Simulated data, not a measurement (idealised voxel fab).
The name of this process module is voxel transistor to metal.
Square cell edge 5 nm, section width 215 nm, ID cut.
Notation: cross-section as square-cell grid; stated in bands, top first, going down; one or more cell rows per band. It is stipulated that each band's entry specify, in nanometres, the height of the top of the band and then that of its bottom, followed by the materials of the band in left-to-right sequence, each together with its width in nanometres. A single material marked by the word "throughout" is understood to fill the band from edge to edge; the word "empty" is understood to denote empty space. For the purposes of this specification, 0 denotes the height below which the wafer in its as-received condition is composed wholly of one material, and the lowermost band, lacking a lower limit, extends downward without end, as expressed in "z 0 and below". A width such as "30->40" changes by the same amount from each row of cells to the next, from the band's top row to its bottom row. "everything unchanged" after a step means that no cell of the cross-section changed. "Sealed internal cavities": empty spaces of 8 cells or more with no open way to the top, each given as width x height at distance, distance from the left edge, all in nm. That trailing text on a step's line, after the settings, is the simulator's own remark on the step. If you see "overlay nm" on a step's line and that step has a mask, it's telling you how far right of where it was planned the mask ended up; a negative number means it went left instead.
## Set out below are the planned steps of the process
1 RECEIVE,material Si
2 OXIDIZE,depth nm 5
3 CONFORMAL_DEP,material SiN,thk nm 10
4 DIRECTIONAL_DEP,material aC,thk nm 15
5 PATTERN,tone cover,mask id ACTIVE,material resist,width nm 115,thk nm 35,overlay nm 0
6 DIRECTIONAL_ETCH,etch materials aC,depth nm 15
7 STRIP,etch materials resist
8 DIRECTIONAL_ETCH,etch materials SiN,depth nm 10
9 DIRECTIONAL_ETCH,etch materials SiO2,depth nm 5
10 DIRECTIONAL_ETCH,etch materials Si,depth nm 25
11 STRIP,etch materials aC
12 FILL_DEP,material SiO2,thk nm 15
13 CMP,height nm 10
14 SELECTIVE_ETCH,etch materials SiO2,depth nm 5
15 STRIP,etch materials SiN
16 SELECTIVE_ETCH,etch materials SiO2,depth nm 5
17 OXIDIZE,depth nm 5
18 DIRECTIONAL_DEP,material polySi,thk nm 20
19 DIRECTIONAL_DEP,material SiCN,thk nm 15
20 MASKED_ETCH,tone cover,mask id GATE,width nm 25,etch materials SiCN,depth nm 25,overlay nm 0
21 MASKED_ETCH,tone cover,mask id GATE,width nm 25,etch materials polySi,depth nm 30,overlay nm 0
22 CONFORMAL_DEP,material SiO2,thk nm 5
23 DIRECTIONAL_ETCH,etch materials SiO2,depth nm 5
24 CONFORMAL_DEP,material SiN,thk nm 5
25 DIRECTIONAL_ETCH,etch materials SiN,depth nm 5
26 DIRECTIONAL_ETCH,etch materials SiO2,depth nm 5
27 DIRECTIONAL_ETCH,etch materials Si,depth nm 15
28 EPI,material nSi,thk nm 15
29 FILL_DEP,material SiO2,thk nm 5
30 CMP,height nm 30
31 DIRECTIONAL_DEP,material SiO2,thk nm 15
32 PATTERN,tone open,mask id CONTACT,material resist,width nm 20,pitch nm 75,thk nm 15,overlay nm 0
33 DIRECTIONAL_ETCH,etch materials SiO2,depth nm 40
34 STRIP,etch materials resist
35 CONFORMAL_DEP,material TiN,thk nm 5
36 FILL_DEP,material Ru,thk nm 10
37 CMP,height nm 45
38 DIRECTIONAL_DEP,material TiN,thk nm 5
39 DIRECTIONAL_DEP,material Ru,thk nm 15
40 DIRECTIONAL_DEP,material aC,thk nm 10
41 PATTERN,tone cover,mask id METAL_1,material resist,width nm 20,pitch nm 75,thk nm 25,overlay nm 0
42 DIRECTIONAL_ETCH,etch materials aC,depth nm 10
43 STRIP,etch materials resist
44 DIRECTIONAL_ETCH,etch materials Ru,depth nm 15
45 DIRECTIONAL_ETCH,etch materials TiN,depth nm 5
46 STRIP,etch materials aC
47 FILL_DEP,material lowk,thk nm 10
48 CMP,height nm 65
49 CONFORMAL_DEP,material SiN,thk nm 5
## Cross-section of the incoming wafer, state after step 1
z 0 and below: Si throughout
Sealed internal cavities: none
## Cross-section, first of two wafers, end of module, run as planned
z 70 to 65: SiN throughout
z 65 to 50: 60 of lowk / 20 of Ru / 55 of lowk / 20 of Ru / 60 of lowk
z 50 to 45: 60 of lowk / 20 of TiN / 55 of lowk / 20 of TiN / 60 of lowk
z 45 to 30: 60 of SiO2 / 5 of TiN / 10 of Ru / 5 of TiN / 55 of SiO2 / 5 of TiN / 10 of Ru / 5 of TiN / 60 of SiO2
z 30 to 15: 60 of SiO2 / 5 of TiN / 10 of Ru / 5 of TiN / 5 of SiO2 / 5 of SiN / 5 of SiO2 / 25 of SiCN / 5 of SiO2 / 5 of SiN / 5 of SiO2 / 5 of TiN / 10 of Ru / 5 of TiN / 60 of SiO2
z 15 to 10: 60 of SiO2 / 5 of TiN / 10 of Ru / 5 of TiN / 5 of SiO2 / 5 of SiN / 5 of SiO2 / 25 of polySi / 5 of SiO2 / 5 of SiN / 5 of SiO2 / 5 of TiN / 10 of Ru / 5 of TiN / 60 of SiO2
z 10 to 5: 60 of SiO2 / 20 of TiN / 5 of SiO2 / 5 of SiN / 5 of SiO2 / 25 of polySi / 5 of SiO2 / 5 of SiN / 5 of SiO2 / 20 of TiN / 60 of SiO2
z 5 to 0: 50 of SiO2 / 35 of nSi / 5 of SiN / 5 of SiO2 / 25 of polySi / 5 of SiO2 / 5 of SiN / 35 of nSi / 50 of SiO2
z 0 to -5: 50 of SiO2 / 5 of SiN / 30 of nSi / 5 of SiN / 5 of SiO2 / 25 of polySi / 5 of SiO2 / 5 of SiN / 30 of nSi / 5 of SiN / 50 of SiO2
z -5 to -10: 55 of SiO2 / 30 of nSi / 45 of SiO2 / 30 of nSi / 55 of SiO2
z -10 to -25: 50 of SiO2 / 5 of Si / 30 of nSi / 45 of Si / 30 of nSi / 5 of Si / 50 of SiO2
z -25 to -30: 50 of SiO2 / 115 of Si / 50 of SiO2
z -30 and below: Si throughout
Sealed internal cavities: none
## Wafer two cross-section, module end. Start and plan unchanged from wafer one; one mistake made during the run
z 70 to 65: SiN throughout
z 65 to 50: 60 of lowk / 20 of Ru / 55 of lowk / 20 of Ru / 60 of lowk
z 50 to 45: 60 of lowk / 20 of TiN / 55 of lowk / 20 of TiN / 60 of lowk
z 45 to 30: 60 of SiO2 / 5 of TiN / 10 of Ru / 5 of TiN / 55 of SiO2 / 5 of TiN / 10 of Ru / 5 of TiN / 60 of SiO2
z 30 to 15: 60 of SiO2 / 5 of TiN / 10 of Ru / 5 of TiN / 5 of SiN / 5 of SiO2 / 25 of SiCN / 5 of SiO2 / 5 of SiN / 10 of SiO2 / 5 of TiN / 10 of Ru / 5 of TiN / 60 of SiO2
z 15 to 10: 60 of SiO2 / 5 of TiN / 10 of Ru / 5 of TiN / 5 of SiN / 5 of SiO2 / 30 of polySi / 5 of SiO2 / 5 of SiN / 5 of SiO2 / 5 of TiN / 10 of Ru / 5 of TiN / 60 of SiO2
z 10 to 5: 60 of SiO2 / 20 of TiN / 5 of SiN / 5 of SiO2 / 30 of polySi / 5 of SiO2 / 5 of SiN / 5 of SiO2 / 20 of TiN / 60 of SiO2
z 5 to 0: 50 of SiO2 / 30 of nSi / 5 of SiN / 5 of SiO2 / 30 of polySi / 5 of SiO2 / 5 of SiN / 35 of nSi / 50 of SiO2
z 0 to -5: 50 of SiO2 / 5 of SiN / 25 of nSi / 5 of SiN / 5 of SiO2 / 30 of polySi / 5 of SiO2 / 5 of SiN / 30 of nSi / 5 of SiN / 50 of SiO2
z -5 to -10: 55 of SiO2 / 25 of nSi / 50 of SiO2 / 30 of nSi / 55 of SiO2
z -10 to -25: 50 of SiO2 / 5 of Si / 25 of nSi / 50 of Si / 30 of nSi / 5 of Si / 50 of SiO2
z -25 to -30: 50 of SiO2 / 115 of Si / 50 of SiO2
z -30 and below: Si throughout
Sealed internal cavities: none
Which mistake was made when the wafer was run? contrary to plan, step 20 was performed as MASKED_ETCH,tone cover,mask id GATE,width nm 25,etch materials SiCN,depth nm 25,overlay nm -5
Final cells, second wafer relative to first, materials higher or lower: 3 more of Si | 1 fewer of SiO2 | 6 fewer of nSi | 4 more of polySi
